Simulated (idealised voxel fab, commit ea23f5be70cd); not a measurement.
Process module name: voxel self aligned vias
It is cross-section cut that appears here, measuring 245 nm in width, its square cells being 5 nm in size.
Cross-sections here: square-cell grids, written as top-down lists of bands, a band being one or more rows of cells. Per band: top height and bottom height in nm, followed by the left-to-right materials and their widths in nm; "all across" marks a single material spanning edge to edge, "blank" marks empty space. Heights are measured from 0, the level below which the as-received wafer is all one material; the lowest band has no bottom and continues downward, written as in "0 down". Width "30 to 40": first value at the band's top row of cells, second value at its bottom row, equal change from row to row. "nothing was modified", as given for a step, is the statement that not any cell of the cross-section underwent a change during that step. Enclosed voids (no open way to top), threshold 8 cells or more, entry "Voids, fully enclosed", notation width x height at distance, distance from left edge, nm. Post-settings text on a step line: simulator's own remark regarding the step. The "overlay nm" setting may appear on a step's line; for a step that uses a mask, it gives how far to the right of its planned position the mask lay, and a negative value indicates the left.

# Below is the list of planned process steps
1,RECEIVE with material Si
2,CONFORMAL_DEP with material SiO2, thk nm 10
3,CONFORMAL_DEP with material SiCN, thk nm 5
4,DIRECTIONAL_DEP with material lowk, thk nm 25
5,MASKED_ETCH with tone open, mask id LINES, width nm 25, pitch nm 60, etch materials lowk, depth nm 25, overlay nm 0
6,CONFORMAL_DEP with material TiN, thk nm 5
7,FILL_DEP with material W, thk nm 5
8,CMP with height nm 40
9,SELECTIVE_ETCH with etch materials W Ru TiN, depth nm 10
10,FILL_DEP with material SiN, thk nm 5
11,CMP with height nm 40
12,DIRECTIONAL_DEP with material lowk, thk nm 20
13,PATTERN with tone open, mask id VIAS, material resist, width nm 45, pitch nm 60, thk nm 20, overlay nm 0
14,DIRECTIONAL_ETCH with etch materials lowk, depth nm 20
15,DIRECTIONAL_ETCH with etch materials SiN, depth nm 10
16,STRIP with etch materials resist
17,CONFORMAL_DEP with material TiN, thk nm 5
18,FILL_DEP with material Ru, thk nm 5
19,CMP with height nm 60
20,CONFORMAL_DEP with material SiN, thk nm 5

# Wafer cross-section on receipt, i.e. after step 1
  0 down = Si all across
  Voids, fully enclosed: none

# Wafer cross-section at module end: first of two, run to plan
  65 to 60 = SiN all across
  60 to 45 = 70 of lowk, 5 of TiN, 35 of Ru, 5 of TiN, 15 of lowk, 5 of TiN, 35 of Ru, 5 of TiN, 70 of lowk
  45 to 35 = 70 to 80 of lowk, 15 to 5 of TiN, 15 of Ru, 15 to 5 of TiN, 15 to 35 of lowk, 15 to 5 of TiN, 15 of Ru, 15 to 5 of TiN, 70 to 80 of lowk
  35 to 30 = 80 of lowk, 25 of TiN, 35 of lowk, 25 of TiN, 80 of lowk
  30 to 20 = 80 of lowk, 5 of TiN, 15 of W, 5 of TiN, 35 of lowk, 5 of TiN, 15 of W, 5 of TiN, 80 of lowk
  20 to 15 = 80 of lowk, 25 of TiN, 35 of lowk, 25 of TiN, 80 of lowk
  15 to 10 = SiCN all across
  10 to 0 = SiO2 all across
  0 down = Si all across
  Voids, fully enclosed: none

# Here's the second of our two wafers sectioned at module end. Same start as the first, same plan, but one mistake got made running it
  65 to 60 = SiN all across
  60 to 40 = 70 of lowk, 5 of TiN, 35 of Ru, 5 of TiN, 15 of lowk, 5 of TiN, 35 of Ru, 5 of TiN, 70 of lowk
  40 to 35 = 70 of SiN, 15 of TiN, 15 of Ru, 15 of TiN, 15 of SiN, 15 of TiN, 15 of Ru, 15 of TiN, 70 of SiN
  35 to 30 = 80 of lowk, 25 of TiN, 35 of lowk, 25 of TiN, 80 of lowk
  30 to 15 = 80 of lowk, 5 of TiN, 15 of W, 5 of TiN, 35 of lowk, 5 of TiN, 15 of W, 5 of TiN, 80 of lowk
  15 to 10 = 80 of lowk, 25 of TiN, 35 of lowk, 25 of TiN, 80 of lowk
  10 to 0 = SiO2 all across
  0 down = Si all across
  Voids, fully enclosed: none
Deviation from plan: step 3 from the plan never happened, it was just skipped
Heads up, by the end the second wafer has more or fewer cells of some materials compared to the first: Ru +8; SiCN -49; SiN +31; TiN +4; W +6
